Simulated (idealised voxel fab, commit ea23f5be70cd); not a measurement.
process module | voxel gate over fins
cross-section cut | 235 nm wide | cells 5 nm
A cross-section is a grid of square cells, given in bands from the top down. A band is one or more rows of cells.
Each band's line starts with the height of the band's top and of its bottom, in nm. Then come its materials from left to right, each with its width in nm. One material with "throughout" fills the band from edge to edge. "air" is empty space.
Height 0 is the level under which the wafer as received is all one material. The lowest band goes on downwards, as in "0 down".
A width such as "30 to 40" changes by the same amount from each row of cells to the next, from the band's top row to its bottom row.
"no change" after a step means that no cell of the cross-section changed.
closed voids: empty space of 8 cells or more with no open way to the top, each as width x height at its distance from the left edge, in nm
after a step's settings: what the simulator itself notes on the step
overlay nm, on a step with a mask: how far to the right of its planned place the mask lay; to the left if negative
Each pair below shows a cross-section before one step and the cross-section after it, down to the lowest band that changed. The line under each pair gives the step between them, with its settings. The pairs can come from different runs of this module on the same starting wafer, so a pair continues from the pair above only where its "before" says so.
before
  0 down: Si throughout
  closed voids: none
after
  10 to 0: SiN throughout
  below 0: unchanged
  closed voids: none
the step between: op CONFORMAL_DEP | material SiN | thk nm 10
before: the cross-section after the pair above
after
  25 to 10: aC throughout
  below 10: unchanged
  closed voids: none
the step between: op DIRECTIONAL_DEP | material aC | thk nm 15
before: the cross-section after the pair above
after
  55 to 25: air 60 | resist 15 | air 35 | resist 15 | air 35 | resist 15 | air 60
  below 25: unchanged
  closed voids: none
the step between: op PATTERN | tone cover | mask id FINS | material resist | width nm 15 | pitch nm 50 | thk nm 30 | overlay nm 0
before: the cross-section after the pair above
after
  40 to 25: air 60 | resist 15 | air 35 | resist 15 | air 35 | resist 15 | air 60
  25 to 10: air 60 | aC 15 | air 35 | aC 15 | air 35 | aC 15 | air 60
  below 10: unchanged
  closed voids: none
the step between: op DIRECTIONAL_ETCH | etch materials aC | depth nm 15
before: the cross-section after the pair above
after
  25 to 10: air 60 | aC 15 | air 35 | aC 15 | air 35 | aC 15 | air 60
  below 10: unchanged
  closed voids: none
the step between: op STRIP | etch materials resist
before: the cross-section after the pair above
after
  25 to 10: air 60 | aC 15 | air 35 | aC 15 | air 35 | aC 15 | air 60
  10 to 0: air 60 | SiN 15 | air 35 | SiN 15 | air 35 | SiN 15 | air 60
  below 0: unchanged
  closed voids: none
the step between: op DIRECTIONAL_ETCH | etch materials SiN | depth nm 10
before: the cross-section after the pair above
after
  25 to 10: air 60 | aC 15 | air 35 | aC 15 | air 35 | aC 15 | air 60
  10 to 0: air 60 | SiN 15 | air 35 | SiN 15 | air 35 | SiN 15 | air 60
  0 to -30: air 60 | Si 15 | air 35 | Si 15 | air 35 | Si 15 | air 60
  below -30: unchanged
  closed voids: none
the step between: op DIRECTIONAL_ETCH | etch materials Si | depth nm 30
before: the cross-section after the pair above
after
  10 to 0: air 60 | SiN 15 | air 35 | SiN 15 | air 35 | SiN 15 | air 60
  below 0: unchanged
  closed voids: none
the step between: op STRIP | etch materials aC
before: the cross-section after the pair above
after
  15 to 10: SiO2 throughout
  10 to 0: SiO2 60 | SiN 15 | SiO2 35 | SiN 15 | SiO2 35 | SiN 15 | SiO2 60
  0 to -30: SiO2 60 | Si 15 | SiO2 35 | Si 15 | SiO2 35 | Si 15 | SiO2 60
  below -30: unchanged
  closed voids: none
the step between: op FILL_DEP | material SiO2 | thk nm 5
before: the cross-section after the pair above
after
  10 to 0: SiO2 60 | SiN 15 | SiO2 35 | SiN 15 | SiO2 35 | SiN 15 | SiO2 60
  below 0: unchanged
  closed voids: none
the step between: op CMP | height nm 10
before: the cross-section after the pair above
after
  25 to 10: aC throughout
  below 10: unchanged
  closed voids: none
the step between: op DIRECTIONAL_DEP | material aC | thk nm 15
before: the cross-section after the pair above
after
  55 to 25: resist 85 | air 15 | resist 135
  below 25: unchanged
  closed voids: none
the step between: op PATTERN | tone open | mask id RAIL | material resist | width nm 15 | thk nm 30 | overlay nm 0
before: the cross-section after the pair above
after
  40 to 25: resist 85 | air 15 | resist 135
  25 to 10: aC 85 | air 15 | aC 135
  below 10: unchanged
  closed voids: none
the step between: op DIRECTIONAL_ETCH | etch materials aC | depth nm 15
before: the cross-section after the pair above
after
  25 to 10: aC 85 | air 15 | aC 135
  below 10: unchanged
  closed voids: none
the step between: op STRIP | etch materials resist
before: the cross-section after the pair above
after
  25 to 10: aC 85 | air 15 | aC 135
  10 to 0: SiO2 60 | SiN 15 | SiO2 10 | air 15 | SiO2 10 | SiN 15 | SiO2 35 | SiN 15 | SiO2 60
  0 to -25: SiO2 60 | Si 15 | SiO2 10 | air 15 | SiO2 10 | Si 15 | SiO2 35 | Si 15 | SiO2 60
  below -25: unchanged
  closed voids: none
the step between: op DIRECTIONAL_ETCH | etch materials SiO2 | depth nm 35
before: the cross-section after the pair above
after
  10 to 0: SiO2 60 | SiN 15 | SiO2 10 | air 15 | SiO2 10 | SiN 15 | SiO2 35 | SiN 15 | SiO2 60
  below 0: unchanged
  closed voids: none
the step between: op STRIP | etch materials aC
before: the cross-section after the pair above
after
  15 to 10: TiN 90 | air 5 | TiN 140
  10 to 0: SiO2 60 | SiN 15 | SiO2 10 | TiN 5 | air 5 | TiN 5 | SiO2 10 | SiN 15 | SiO2 35 | SiN 15 | SiO2 60
  0 to -20: SiO2 60 | Si 15 | SiO2 10 | TiN 5 | air 5 | TiN 5 | SiO2 10 | Si 15 | SiO2 35 | Si 15 | SiO2 60
  -20 to -25: SiO2 60 | Si 15 | SiO2 10 | TiN 15 | SiO2 10 | Si 15 | SiO2 35 | Si 15 | SiO2 60
  below -25: unchanged
  closed voids: none
the step between: op CONFORMAL_DEP | material TiN | thk nm 5
before: the cross-section after the pair above
after
  25 to 15: W throughout
  15 to 10: TiN 90 | W 5 | TiN 140
  10 to 0: SiO2 60 | SiN 15 | SiO2 10 | TiN 5 | W 5 | TiN 5 | SiO2 10 | SiN 15 | SiO2 35 | SiN 15 | SiO2 60
  0 to -20: SiO2 60 | Si 15 | SiO2 10 | TiN 5 | W 5 | TiN 5 | SiO2 10 | Si 15 | SiO2 35 | Si 15 | SiO2 60
  below -20: unchanged
  closed voids: none
the step between: op FILL_DEP | material W | thk nm 10
before: the cross-section after the pair above
after
  10 to 0: SiO2 60 | SiN 15 | SiO2 10 | TiN 5 | W 5 | TiN 5 | SiO2 10 | SiN 15 | SiO2 35 | SiN 15 | SiO2 60
  below 0: unchanged
  closed voids: none
the step between: op CMP | height nm 10
before: the cross-section after the pair above
after
  10 to 0: SiO2 60 | SiN 15 | SiO2 10 | air 15 | SiO2 10 | SiN 15 | SiO2 35 | SiN 15 | SiO2 60
  0 to -15: SiO2 60 | Si 15 | SiO2 10 | air 15 | SiO2 10 | Si 15 | SiO2 35 | Si 15 | SiO2 60
  below -15: unchanged
  closed voids: none
the step between: op SELECTIVE_ETCH | etch materials W Ru TiN | depth nm 25
before: the cross-section after the pair above
after
  15 to 10: SiO2 throughout
  10 to 0: SiO2 60 | SiN 15 | SiO2 35 | SiN 15 | SiO2 35 | SiN 15 | SiO2 60
  0 to -15: SiO2 60 | Si 15 | SiO2 35 | Si 15 | SiO2 35 | Si 15 | SiO2 60
  below -15: unchanged
  closed voids: none
the step between: op FILL_DEP | material SiO2 | thk nm 5
before: the cross-section after the pair above
after
  10 to 0: SiO2 60 | SiN 15 | SiO2 35 | SiN 15 | SiO2 35 | SiN 15 | SiO2 60
  below 0: unchanged
  closed voids: none
the step between: op CMP | height nm 10
before: the cross-section after the pair above
after
  10 to 0: air 60 | SiN 15 | air 35 | SiN 15 | air 35 | SiN 15 | air 60
  0 to -10: air 60 | Si 15 | air 35 | Si 15 | air 35 | Si 15 | air 60
  below -10: unchanged
  closed voids: none
the step between: op SELECTIVE_ETCH | etch materials SiO2 | depth nm 20
before: the cross-section after the pair above
after
  0 to -10: air 60 | Si 15 | air 35 | Si 15 | air 35 | Si 15 | air 60
  below -10: unchanged
  closed voids: none
the step between: op STRIP | etch materials SiN
before: the cross-section after the pair above
after
  5 to 0: air 55 | HfO2 25 | air 25 | HfO2 25 | air 25 | HfO2 25 | air 55
  0 to -5: air 55 | HfO2 5 | Si 15 | HfO2 5 | air 25 | HfO2 5 | Si 15 | HfO2 5 | air 25 | HfO2 5 | Si 15 | HfO2 5 | air 55
  -5 to -10: HfO2 60 | Si 15 | HfO2 35 | Si 15 | HfO2 35 | Si 15 | HfO2 60
  below -10: unchanged
  closed voids: none
the step between: op CONFORMAL_DEP | material HfO2 | thk nm 5
before: the cross-section after the pair above
after
  10 to 5: air 50 | TiN 35 | air 15 | TiN 35 | air 15 | TiN 35 | air 50
  5 to 0: air 50 | TiN 5 | HfO2 25 | TiN 5 | air 15 | TiN 5 | HfO2 25 | TiN 5 | air 15 | TiN 5 | HfO2 25 | TiN 5 | air 50
  0 to -5: TiN 55 | HfO2 5 | Si 15 | HfO2 5 | TiN 25 | HfO2 5 | Si 15 | HfO2 5 | TiN 25 | HfO2 5 | Si 15 | HfO2 5 | TiN 55
  below -5: unchanged
  closed voids: none
the step between: op CONFORMAL_DEP | material TiN | thk nm 5
before: the cross-section after the pair above
after
  20 to 10: W throughout
  10 to 5: W 50 | TiN 35 | W 15 | TiN 35 | W 15 | TiN 35 | W 50
  5 to 0: W 50 | TiN 5 | HfO2 25 | TiN 5 | W 15 | TiN 5 | HfO2 25 | TiN 5 | W 15 | TiN 5 | HfO2 25 | TiN 5 | W 50
  below 0: unchanged
  closed voids: none
the step between: op FILL_DEP | material W | thk nm 10
before: the cross-section after the pair above
after
  15 to 10: W throughout
  below 10: unchanged
  closed voids: none
the step between: op CMP | height nm 15
before: the cross-section after the pair above
after
  25 to 15: SiCN throughout
  below 15: unchanged
  closed voids: none
the step between: op CONFORMAL_DEP | material SiCN | thk nm 10
before
  0 to -10: air 60 | Si 15 | air 35 | Si 15 | air 35 | Si 15 | air 60
  -10 to -15: SiO2 60 | Si 15 | SiO2 35 | Si 15 | SiO2 35 | Si 15 | SiO2 60
  -15 to -20: SiO2 60 | Si 15 | SiO2 10 | TiN 5 | W 5 | TiN 5 | SiO2 10 | Si 15 | SiO2 35 | Si 15 | SiO2 60
  -20 to -25: SiO2 60 | Si 15 | SiO2 10 | TiN 15 | SiO2 10 | Si 15 | SiO2 35 | Si 15 | SiO2 60
  -25 to -30: SiO2 60 | Si 15 | SiO2 35 | Si 15 | SiO2 35 | Si 15 | SiO2 60
  -30 down: Si throughout
  closed voids: none
after
  5 to 0: air 55 | TiN 25 | air 25 | TiN 25 | air 25 | TiN 25 | air 55
  0 to -5: air 55 | TiN 5 | Si 15 | TiN 5 | air 25 | TiN 5 | Si 15 | TiN 5 | air 25 | TiN 5 | Si 15 | TiN 5 | air 55
  -5 to -10: TiN 60 | Si 15 | TiN 35 | Si 15 | TiN 35 | Si 15 | TiN 60
  below -10: unchanged
  closed voids: none
the step between: op CONFORMAL_DEP | material TiN | thk nm 5
before: the cross-section after the pair above
after
  15 to 5: W throughout
  5 to 0: W 55 | TiN 25 | W 25 | TiN 25 | W 25 | TiN 25 | W 55
  0 to -5: W 55 | TiN 5 | Si 15 | TiN 5 | W 25 | TiN 5 | Si 15 | TiN 5 | W 25 | TiN 5 | Si 15 | TiN 5 | W 55
  below -5: unchanged
  closed voids: none
the step between: op FILL_DEP | material W | thk nm 10
before: the cross-section after the pair above
after
  25 to 15: SiCN throughout
  below 15: unchanged
  closed voids: none
the step between: op CONFORMAL_DEP | material SiCN | thk nm 10
before
  25 to 10: air 60 | aC 15 | air 35 | aC 15 | air 35 | aC 15 | air 60
  10 to 0: air 60 | SiN 15 | air 35 | SiN 15 | air 35 | SiN 15 | air 60
  0 to -30: air 60 | Si 15 | air 35 | Si 15 | air 35 | Si 15 | air 60
  -30 down: Si throughout
  closed voids: none
after
  25 to 10: air 60 | aC 15 | air 35 | aC 15 | air 35 | aC 15 | air 60
  10 to 0: air 60 | SiN 15 | air 35 | SiN 15 | air 35 | SiN 15 | air 60
  0 to -60: air 60 | Si 15 | air 35 | Si 15 | air 35 | Si 15 | air 60
  below -60: unchanged
  closed voids: none
the step between: op DIRECTIONAL_ETCH | etch materials Si | depth nm 30
before: the cross-section after the pair above
after
  10 to 0: air 60 | SiN 15 | air 35 | SiN 15 | air 35 | SiN 15 | air 60
  below 0: unchanged
  closed voids: none
the step between: op STRIP | etch materials aC
before: the cross-section after the pair above
after
  15 to 10: SiO2 throughout
  10 to 0: SiO2 60 | SiN 15 | SiO2 35 | SiN 15 | SiO2 35 | SiN 15 | SiO2 60
  0 to -60: SiO2 60 | Si 15 | SiO2 35 | Si 15 | SiO2 35 | Si 15 | SiO2 60
  below -60: unchanged
  closed voids: none
the step between: op FILL_DEP | material SiO2 | thk nm 5
before: the cross-section after the pair above
after
  10 to 0: SiO2 60 | SiN 15 | SiO2 35 | SiN 15 | SiO2 35 | SiN 15 | SiO2 60
  below 0: unchanged
  closed voids: none
the step between: op CMP | height nm 10
before: the cross-section after the pair above
after
  25 to 10: aC throughout
  below 10: unchanged
  closed voids: none
the step between: op DIRECTIONAL_DEP | material aC | thk nm 15
before: the cross-section after the pair above
after
  55 to 25: resist 85 | air 15 | resist 135
  below 25: unchanged
  closed voids: none
the step between: op PATTERN | tone open | mask id RAIL | material resist | width nm 15 | thk nm 30 | overlay nm 0
before: the cross-section after the pair above
after
  40 to 25: resist 85 | air 15 | resist 135
  25 to 10: aC 85 | air 15 | aC 135
  below 10: unchanged
  closed voids: none
the step between: op DIRECTIONAL_ETCH | etch materials aC | depth nm 15
before: the cross-section after the pair above
after
  25 to 10: aC 85 | air 15 | aC 135
  below 10: unchanged
  closed voids: none
the step between: op STRIP | etch materials resist
before: the cross-section after the pair above
after
  25 to 10: aC 85 | air 15 | aC 135
  10 to 0: SiO2 60 | SiN 15 | SiO2 10 | air 15 | SiO2 10 | SiN 15 | SiO2 35 | SiN 15 | SiO2 60
  0 to -25: SiO2 60 | Si 15 | SiO2 10 | air 15 | SiO2 10 | Si 15 | SiO2 35 | Si 15 | SiO2 60
  below -25: unchanged
  closed voids: none
the step between: op DIRECTIONAL_ETCH | etch materials SiO2 | depth nm 35
before: the cross-section after the pair above
after
  10 to 0: SiO2 60 | SiN 15 | SiO2 10 | air 15 | SiO2 10 | SiN 15 | SiO2 35 | SiN 15 | SiO2 60
  below 0: unchanged
  closed voids: none
the step between: op STRIP | etch materials aC
before: the cross-section after the pair above
after
  15 to 10: TiN 90 | air 5 | TiN 140
  10 to 0: SiO2 60 | SiN 15 | SiO2 10 | TiN 5 | air 5 | TiN 5 | SiO2 10 | SiN 15 | SiO2 35 | SiN 15 | SiO2 60
  0 to -20: SiO2 60 | Si 15 | SiO2 10 | TiN 5 | air 5 | TiN 5 | SiO2 10 | Si 15 | SiO2 35 | Si 15 | SiO2 60
  -20 to -25: SiO2 60 | Si 15 | SiO2 10 | TiN 15 | SiO2 10 | Si 15 | SiO2 35 | Si 15 | SiO2 60
  below -25: unchanged
  closed voids: none
the step between: op CONFORMAL_DEP | material TiN | thk nm 5
before: the cross-section after the pair above
after
  25 to 15: W throughout
  15 to 10: TiN 90 | W 5 | TiN 140
  10 to 0: SiO2 60 | SiN 15 | SiO2 10 | TiN 5 | W 5 | TiN 5 | SiO2 10 | SiN 15 | SiO2 35 | SiN 15 | SiO2 60
  0 to -20: SiO2 60 | Si 15 | SiO2 10 | TiN 5 | W 5 | TiN 5 | SiO2 10 | Si 15 | SiO2 35 | Si 15 | SiO2 60
  below -20: unchanged
  closed voids: none
the step between: op FILL_DEP | material W | thk nm 10
before: the cross-section after the pair above
after
  10 to 0: SiO2 60 | SiN 15 | SiO2 10 | TiN 5 | W 5 | TiN 5 | SiO2 10 | SiN 15 | SiO2 35 | SiN 15 | SiO2 60
  below 0: unchanged
  closed voids: none
the step between: op CMP | height nm 10
before: the cross-section after the pair above
after
  10 to 0: SiO2 60 | SiN 15 | SiO2 10 | air 15 | SiO2 10 | SiN 15 | SiO2 35 | SiN 15 | SiO2 60
  0 to -15: SiO2 60 | Si 15 | SiO2 10 | air 15 | SiO2 10 | Si 15 | SiO2 35 | Si 15 | SiO2 60
  below -15: unchanged
  closed voids: none
the step between: op SELECTIVE_ETCH | etch materials W Ru TiN | depth nm 25
before: the cross-section after the pair above
after
  15 to 10: SiO2 throughout
  10 to 0: SiO2 60 | SiN 15 | SiO2 35 | SiN 15 | SiO2 35 | SiN 15 | SiO2 60
  0 to -15: SiO2 60 | Si 15 | SiO2 35 | Si 15 | SiO2 35 | Si 15 | SiO2 60
  below -15: unchanged
  closed voids: none
the step between: op FILL_DEP | material SiO2 | thk nm 5
before: the cross-section after the pair above
after
  10 to 0: SiO2 60 | SiN 15 | SiO2 35 | SiN 15 | SiO2 35 | SiN 15 | SiO2 60
  below 0: unchanged
  closed voids: none
the step between: op CMP | height nm 10
before: the cross-section after the pair above
after
  10 to 0: air 60 | SiN 15 | air 35 | SiN 15 | air 35 | SiN 15 | air 60
  0 to -10: air 60 | Si 15 | air 35 | Si 15 | air 35 | Si 15 | air 60
  below -10: unchanged
  closed voids: none
the step between: op SELECTIVE_ETCH | etch materials SiO2 | depth nm 20
before: the cross-section after the pair above
after
  0 to -10: air 60 | Si 15 | air 35 | Si 15 | air 35 | Si 15 | air 60
  below -10: unchanged
  closed voids: none
the step between: op STRIP | etch materials SiN
before: the cross-section after the pair above
after
  5 to 0: air 55 | HfO2 25 | air 25 | HfO2 25 | air 25 | HfO2 25 | air 55
  0 to -5: air 55 | HfO2 5 | Si 15 | HfO2 5 | air 25 | HfO2 5 | Si 15 | HfO2 5 | air 25 | HfO2 5 | Si 15 | HfO2 5 | air 55
  -5 to -10: HfO2 60 | Si 15 | HfO2 35 | Si 15 | HfO2 35 | Si 15 | HfO2 60
  below -10: unchanged
  closed voids: none
the step between: op CONFORMAL_DEP | material HfO2 | thk nm 5
before: the cross-section after the pair above
after
  10 to 5: air 50 | TiN 35 | air 15 | TiN 35 | air 15 | TiN 35 | air 50
  5 to 0: air 50 | TiN 5 | HfO2 25 | TiN 5 | air 15 | TiN 5 | HfO2 25 | TiN 5 | air 15 | TiN 5 | HfO2 25 | TiN 5 | air 50
  0 to -5: TiN 55 | HfO2 5 | Si 15 | HfO2 5 | TiN 25 | HfO2 5 | Si 15 | HfO2 5 | TiN 25 | HfO2 5 | Si 15 | HfO2 5 | TiN 55
  below -5: unchanged
  closed voids: none
the step between: op CONFORMAL_DEP | material TiN | thk nm 5
before: the cross-section after the pair above
after
  20 to 10: W throughout
  10 to 5: W 50 | TiN 35 | W 15 | TiN 35 | W 15 | TiN 35 | W 50
  5 to 0: W 50 | TiN 5 | HfO2 25 | TiN 5 | W 15 | TiN 5 | HfO2 25 | TiN 5 | W 15 | TiN 5 | HfO2 25 | TiN 5 | W 50
  below 0: unchanged
  closed voids: none
the step between: op FILL_DEP | material W | thk nm 10
before: the cross-section after the pair above
after
  15 to 10: W throughout
  below 10: unchanged
  closed voids: none
the step between: op CMP | height nm 15
before: the cross-section after the pair above
after
  25 to 15: SiCN throughout
  below 15: unchanged
  closed voids: none
the step between: op CONFORMAL_DEP | material SiCN | thk nm 10
before
  5 to 0: air 55 | TiN 25 | air 25 | TiN 25 | air 25 | TiN 25 | air 55
  0 to -5: air 55 | TiN 5 | Si 15 | TiN 5 | air 25 | TiN 5 | Si 15 | TiN 5 | air 25 | TiN 5 | Si 15 | TiN 5 | air 55
  -5 to -10: TiN 60 | Si 15 | TiN 35 | Si 15 | TiN 35 | Si 15 | TiN 60
  -10 to -15: SiO2 60 | Si 15 | SiO2 35 | Si 15 | SiO2 35 | Si 15 | SiO2 60
  -15 to -20: SiO2 60 | Si 15 | SiO2 10 | TiN 5 | W 5 | TiN 5 | SiO2 10 | Si 15 | SiO2 35 | Si 15 | SiO2 60
  -20 to -25: SiO2 60 | Si 15 | SiO2 10 | TiN 15 | SiO2 10 | Si 15 | SiO2 35 | Si 15 | SiO2 60
  -25 to -30: SiO2 60 | Si 15 | SiO2 35 | Si 15 | SiO2 35 | Si 15 | SiO2 60
  -30 down: Si throughout
  closed voids: none
after
  10 to 5: air 50 | HfO2 35 | air 15 | HfO2 35 | air 15 | HfO2 35 | air 50
  5 to 0: air 50 | HfO2 5 | TiN 25 | HfO2 5 | air 15 | HfO2 5 | TiN 25 | HfO2 5 | air 15 | HfO2 5 | TiN 25 | HfO2 5 | air 50
  0 to -5: HfO2 55 | TiN 5 | Si 15 | TiN 5 | HfO2 25 | TiN 5 | Si 15 | TiN 5 | HfO2 25 | TiN 5 | Si 15 | TiN 5 | HfO2 55
  below -5: unchanged
  closed voids: none
the step between: op CONFORMAL_DEP | material HfO2 | thk nm 5
before: the cross-section after the pair above
after
  20 to 10: W throughout
  10 to 5: W 50 | HfO2 35 | W 15 | HfO2 35 | W 15 | HfO2 35 | W 50
  5 to 0: W 50 | HfO2 5 | TiN 25 | HfO2 5 | W 15 | HfO2 5 | TiN 25 | HfO2 5 | W 15 | HfO2 5 | TiN 25 | HfO2 5 | W 50
  below 0: unchanged
  closed voids: none
the step between: op FILL_DEP | material W | thk nm 10
before: the cross-section after the pair above
after
  15 to 10: W throughout
  below 10: unchanged
  closed voids: none
the step between: op CMP | height nm 15
before: the cross-section after the pair above
after
  25 to 15: SiCN throughout
  below 15: unchanged
  closed voids: none
the step between: op CONFORMAL_DEP | material SiCN | thk nm 10
before
  25 to 10: air 60 | aC 15 | air 35 | aC 15 | air 35 | aC 15 | air 60
  10 to 0: air 60 | SiN 15 | air 35 | SiN 15 | air 35 | SiN 15 | air 60
  0 down: Si throughout
  closed voids: none
after
  25 to 10: air 60 | aC 15 | air 35 | aC 15 | air 35 | aC 15 | air 60
  10 to 0: air 60 | SiN 15 | air 35 | SiN 15 | air 35 | SiN 15 | air 60
  0 to -20: air 60 | Si 15 | air 35 | Si 15 | air 35 | Si 15 | air 60
  below -20: unchanged
  closed voids: none
the step between: op DIRECTIONAL_ETCH | etch materials Si | depth nm 20
before: the cross-section after the pair above
after
  10 to 0: air 60 | SiN 15 | air 35 | SiN 15 | air 35 | SiN 15 | air 60
  below 0: unchanged
  closed voids: none
the step between: op STRIP | etch materials aC
before: the cross-section after the pair above
after
  15 to 10: SiO2 throughout
  10 to 0: SiO2 60 | SiN 15 | SiO2 35 | SiN 15 | SiO2 35 | SiN 15 | SiO2 60
  0 to -20: SiO2 60 | Si 15 | SiO2 35 | Si 15 | SiO2 35 | Si 15 | SiO2 60
  below -20: unchanged
  closed voids: none
the step between: op FILL_DEP | material SiO2 | thk nm 5
before: the cross-section after the pair above
after
  10 to 0: SiO2 60 | SiN 15 | SiO2 35 | SiN 15 | SiO2 35 | SiN 15 | SiO2 60
  below 0: unchanged
  closed voids: none
the step between: op CMP | height nm 10
before: the cross-section after the pair above
after
  25 to 10: aC throughout
  below 10: unchanged
  closed voids: none
the step between: op DIRECTIONAL_DEP | material aC | thk nm 15
before: the cross-section after the pair above
after
  55 to 25: resist 85 | air 15 | resist 135
  below 25: unchanged
  closed voids: none
the step between: op PATTERN | tone open | mask id RAIL | material resist | width nm 15 | thk nm 30 | overlay nm 0
before: the cross-section after the pair above
after
  40 to 25: resist 85 | air 15 | resist 135
  25 to 10: aC 85 | air 15 | aC 135
  below 10: unchanged
  closed voids: none
the step between: op DIRECTIONAL_ETCH | etch materials aC | depth nm 15
before: the cross-section after the pair above
after
  25 to 10: aC 85 | air 15 | aC 135
  below 10: unchanged
  closed voids: none
the step between: op STRIP | etch materials resist
before: the cross-section after the pair above
after
  25 to 10: aC 85 | air 15 | aC 135
  10 to 0: SiO2 60 | SiN 15 | SiO2 10 | air 15 | SiO2 10 | SiN 15 | SiO2 35 | SiN 15 | SiO2 60
  0 to -20: SiO2 60 | Si 15 | SiO2 10 | air 15 | SiO2 10 | Si 15 | SiO2 35 | Si 15 | SiO2 60
  below -20: unchanged
  closed voids: none
the step between: op DIRECTIONAL_ETCH | etch materials SiO2 | depth nm 35
before: the cross-section after the pair above
after
  10 to 0: SiO2 60 | SiN 15 | SiO2 10 | air 15 | SiO2 10 | SiN 15 | SiO2 35 | SiN 15 | SiO2 60
  below 0: unchanged
  closed voids: none
the step between: op STRIP | etch materials aC
before: the cross-section after the pair above
after
  15 to 10: TiN 90 | air 5 | TiN 140
  10 to 0: SiO2 60 | SiN 15 | SiO2 10 | TiN 5 | air 5 | TiN 5 | SiO2 10 | SiN 15 | SiO2 35 | SiN 15 | SiO2 60
  0 to -15: SiO2 60 | Si 15 | SiO2 10 | TiN 5 | air 5 | TiN 5 | SiO2 10 | Si 15 | SiO2 35 | Si 15 | SiO2 60
  -15 to -20: SiO2 60 | Si 15 | SiO2 10 | TiN 15 | SiO2 10 | Si 15 | SiO2 35 | Si 15 | SiO2 60
  below -20: unchanged
  closed voids: none
the step between: op CONFORMAL_DEP | material TiN | thk nm 5
before: the cross-section after the pair above
after
  25 to 15: W throughout
  15 to 10: TiN 90 | W 5 | TiN 140
  10 to 0: SiO2 60 | SiN 15 | SiO2 10 | TiN 5 | W 5 | TiN 5 | SiO2 10 | SiN 15 | SiO2 35 | SiN 15 | SiO2 60
  0 to -15: SiO2 60 | Si 15 | SiO2 10 | TiN 5 | W 5 | TiN 5 | SiO2 10 | Si 15 | SiO2 35 | Si 15 | SiO2 60
  below -15: unchanged
  closed voids: none
the step between: op FILL_DEP | material W | thk nm 10
before: the cross-section after the pair above
after
  10 to 0: SiO2 60 | SiN 15 | SiO2 10 | TiN 5 | W 5 | TiN 5 | SiO2 10 | SiN 15 | SiO2 35 | SiN 15 | SiO2 60
  below 0: unchanged
  closed voids: none
the step between: op CMP | height nm 10
before: the cross-section after the pair above
after
  10 to 0: SiO2 60 | SiN 15 | SiO2 10 | air 15 | SiO2 10 | SiN 15 | SiO2 35 | SiN 15 | SiO2 60
  0 to -15: SiO2 60 | Si 15 | SiO2 10 | air 15 | SiO2 10 | Si 15 | SiO2 35 | Si 15 | SiO2 60
  below -15: unchanged
  closed voids: none
the step between: op SELECTIVE_ETCH | etch materials W Ru TiN | depth nm 25
before: the cross-section after the pair above
after
  15 to 10: SiO2 throughout
  10 to 0: SiO2 60 | SiN 15 | SiO2 35 | SiN 15 | SiO2 35 | SiN 15 | SiO2 60
  0 to -15: SiO2 60 | Si 15 | SiO2 35 | Si 15 | SiO2 35 | Si 15 | SiO2 60
  below -15: unchanged
  closed voids: none
the step between: op FILL_DEP | material SiO2 | thk nm 5
before: the cross-section after the pair above
after
  10 to 0: SiO2 60 | SiN 15 | SiO2 35 | SiN 15 | SiO2 35 | SiN 15 | SiO2 60
  below 0: unchanged
  closed voids: none
the step between: op CMP | height nm 10
before: the cross-section after the pair above
after
  10 to 0: air 60 | SiN 15 | air 35 | SiN 15 | air 35 | SiN 15 | air 60
  0 to -10: air 60 | Si 15 | air 35 | Si 15 | air 35 | Si 15 | air 60
  below -10: unchanged
  closed voids: none
the step between: op SELECTIVE_ETCH | etch materials SiO2 | depth nm 20
before: the cross-section after the pair above
after
  0 to -10: air 60 | Si 15 | air 35 | Si 15 | air 35 | Si 15 | air 60
  below -10: unchanged
  closed voids: none
the step between: op STRIP | etch materials SiN
before: the cross-section after the pair above
after
  5 to 0: air 55 | HfO2 25 | air 25 | HfO2 25 | air 25 | HfO2 25 | air 55
  0 to -5: air 55 | HfO2 5 | Si 15 | HfO2 5 | air 25 | HfO2 5 | Si 15 | HfO2 5 | air 25 | HfO2 5 | Si 15 | HfO2 5 | air 55
  -5 to -10: HfO2 60 | Si 15 | HfO2 35 | Si 15 | HfO2 35 | Si 15 | HfO2 60
  below -10: unchanged
  closed voids: none
the step between: op CONFORMAL_DEP | material HfO2 | thk nm 5
before: the cross-section after the pair above
after
  10 to 5: air 50 | TiN 35 | air 15 | TiN 35 | air 15 | TiN 35 | air 50
  5 to 0: air 50 | TiN 5 | HfO2 25 | TiN 5 | air 15 | TiN 5 | HfO2 25 | TiN 5 | air 15 | TiN 5 | HfO2 25 | TiN 5 | air 50
  0 to -5: TiN 55 | HfO2 5 | Si 15 | HfO2 5 | TiN 25 | HfO2 5 | Si 15 | HfO2 5 | TiN 25 | HfO2 5 | Si 15 | HfO2 5 | TiN 55
  below -5: unchanged
  closed voids: none
the step between: op CONFORMAL_DEP | material TiN | thk nm 5
before: the cross-section after the pair above
after
  20 to 10: W throughout
  10 to 5: W 50 | TiN 35 | W 15 | TiN 35 | W 15 | TiN 35 | W 50
  5 to 0: W 50 | TiN 5 | HfO2 25 | TiN 5 | W 15 | TiN 5 | HfO2 25 | TiN 5 | W 15 | TiN 5 | HfO2 25 | TiN 5 | W 50
  below 0: unchanged
  closed voids: none
the step between: op FILL_DEP | material W | thk nm 10
before: the cross-section after the pair above
after
  15 to 10: W throughout
  below 10: unchanged
  closed voids: none
the step between: op CMP | height nm 15
before: the cross-section after the pair above
after
  25 to 15: SiCN throughout
  below 15: unchanged
  closed voids: none
the step between: op CONFORMAL_DEP | material SiCN | thk nm 10
before
  25 to 10: aC throughout
  10 to 0: SiO2 60 | SiN 15 | SiO2 35 | SiN 15 | SiO2 35 | SiN 15 | SiO2 60
  0 to -30: SiO2 60 | Si 15 | SiO2 35 | Si 15 | SiO2 35 | Si 15 | SiO2 60
  -30 down: Si throughout
  closed voids: none
after
  55 to 25: resist 80 | air 25 | resist 130
  below 25: unchanged
  closed voids: none
the step between: op PATTERN | tone open | mask id RAIL | material resist | width nm 25 | thk nm 30 | overlay nm 0
before: the cross-section after the pair above
after
  40 to 25: resist 80 | air 25 | resist 130
  25 to 10: aC 80 | air 25 | aC 130
  below 10: unchanged
  closed voids: none
the step between: op DIRECTIONAL_ETCH | etch materials aC | depth nm 15
before: the cross-section after the pair above
after
  25 to 10: aC 80 | air 25 | aC 130
  below 10: unchanged
  closed voids: none
the step between: op STRIP | etch materials resist
before: the cross-section after the pair above
after
  25 to 10: aC 80 | air 25 | aC 130
  10 to 0: SiO2 60 | SiN 15 | SiO2 5 | air 25 | SiO2 5 | SiN 15 | SiO2 35 | SiN 15 | SiO2 60
  0 to -25: SiO2 60 | Si 15 | SiO2 5 | air 25 | SiO2 5 | Si 15 | SiO2 35 | Si 15 | SiO2 60
  below -25: unchanged
  closed voids: none
the step between: op DIRECTIONAL_ETCH | etch materials SiO2 | depth nm 35
